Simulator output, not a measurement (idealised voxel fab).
This section sets out a process module, namely voxel gate over fins.
Section shown: cut. Width: 245 nm. Cell size: 5 nm, square.
Cross-section spec: square-cell grid; bands listed top down; each band is one or more rows. Quick guide to a band line: top height, bottom height (nm) up front; then every material left to right with its width in nm. Only one material and it's marked "throughout"? Then it fills the band edge to edge. And "blank" just means empty space. Counting heights begins at 0, where everything beneath is, in the wafer as received, one material. The lowest band has no bottom; it goes on downwards, as "0..down" shows. The two numbers in a width such as "30 to 40" mark its ends across the band: the first belongs to the top row of cells, the second to the bottom row, and from each row to the next the width moves by the same amount. Step marked "remained unchanged"? Then no cell in the cross-section changed in it. Empty spaces counting at least 8 cells and having no open way to the top are listed in "Trapped void list". The notation width x height at distance is used for each, the distance being from the left edge and all three values in nm. Formally, on a step line, whatever follows the settings is a remark that the simulator itself makes on the step. overlay nm, on a step with a mask: how far to the right of its planned place the mask lay; to the left if negative.

# The following list gives the planned process steps
1 RECEIVE (material Si)
2 CONFORMAL_DEP (material SiN; thk nm 5)
3 MASKED_ETCH (tone cover; mask id FINS; width nm 15; pitch nm 35; etch materials SiN; depth nm 5; overlay nm 0)
4 MASKED_ETCH (tone cover; mask id FINS; width nm 15; pitch nm 35; etch materials Si; depth nm 30; overlay nm 0)
5 OXIDIZE (depth nm 5)
6 FILL_DEP (material SiO2; thk nm 15)
7 CMP (height nm 5)
8 SELECTIVE_ETCH (etch materials SiO2; depth nm 15)
9 STRIP (etch materials SiN)
10 CONFORMAL_DEP (material HfO2; thk nm 5)
11 CONFORMAL_DEP (material TiN; thk nm 5)
12 FILL_DEP (material W; thk nm 15)
13 CMP (height nm 20)
14 CONFORMAL_DEP (material SiCN; thk nm 10)

# Here's what the wafer looked like in cross-section when it arrived - that's after step 1
0..down | Si throughout
Trapped void list: none

# First wafer of two, sectioned at end of module; run went per plan
30..20 | SiCN throughout
20..10 | W throughout
10..5 | W=75, TiN=25, W=10, TiN=25, W=10, TiN=25, W=75
5..0 | W=75, TiN=5, HfO2=15, TiN=5, W=10, TiN=5, HfO2=15, TiN=5, W=10, TiN=5, HfO2=15, TiN=5, W=75
0..-5 | TiN=80, HfO2=5, Si=5, HfO2=5, TiN=20, HfO2=5, Si=5, HfO2=5, TiN=20, HfO2=5, Si=5, HfO2=5, TiN=80
-5..-10 | HfO2=85, Si=5, HfO2=30, Si=5, HfO2=30, Si=5, HfO2=85
-10..-35 | SiO2=85, Si=5, SiO2=30, Si=5, SiO2=30, Si=5, SiO2=85
-35..down | Si throughout
Trapped void list: none

# The second wafer, shown in cross-section after the module: started the same way as the first and given the same plan, yet one mistake crept into how it was run
30..20 | SiCN throughout
20..10 | W throughout
10..5 | W=75, TiN=25, W=10, TiN=25, W=10, TiN=25, W=75
5..0 | W=75, TiN=5, HfO2=15, TiN=5, W=10, TiN=5, HfO2=15, TiN=5, W=10, TiN=5, HfO2=15, TiN=5, W=75
0..-10 | W=75, TiN=5, HfO2=5, Si=5, HfO2=5, TiN=5, W=10, TiN=5, HfO2=5, Si=5, HfO2=5, TiN=5, W=10, TiN=5, HfO2=5, Si=5, HfO2=5, TiN=5, W=75
-10..-15 | TiN=80, HfO2=5, Si=5, HfO2=5, TiN=20, HfO2=5, Si=5, HfO2=5, TiN=20, HfO2=5, Si=5, HfO2=5, TiN=80
-15..-20 | HfO2=85, Si=5, HfO2=30, Si=5, HfO2=30, Si=5, HfO2=85
-20..-35 | SiO2=85, Si=5, SiO2=30, Si=5, SiO2=30, Si=5, SiO2=85
-35..down | Si throughout
Trapped void list: none
The plan and the run diverged here: not per plan at step 8, really ran SELECTIVE_ETCH (etch materials SiO2; depth nm 25)
Counted in cells at the end, the second wafer holds more or fewer of these materials than the first: +12 HfO2; -92 SiO2; +12 TiN; +68 W
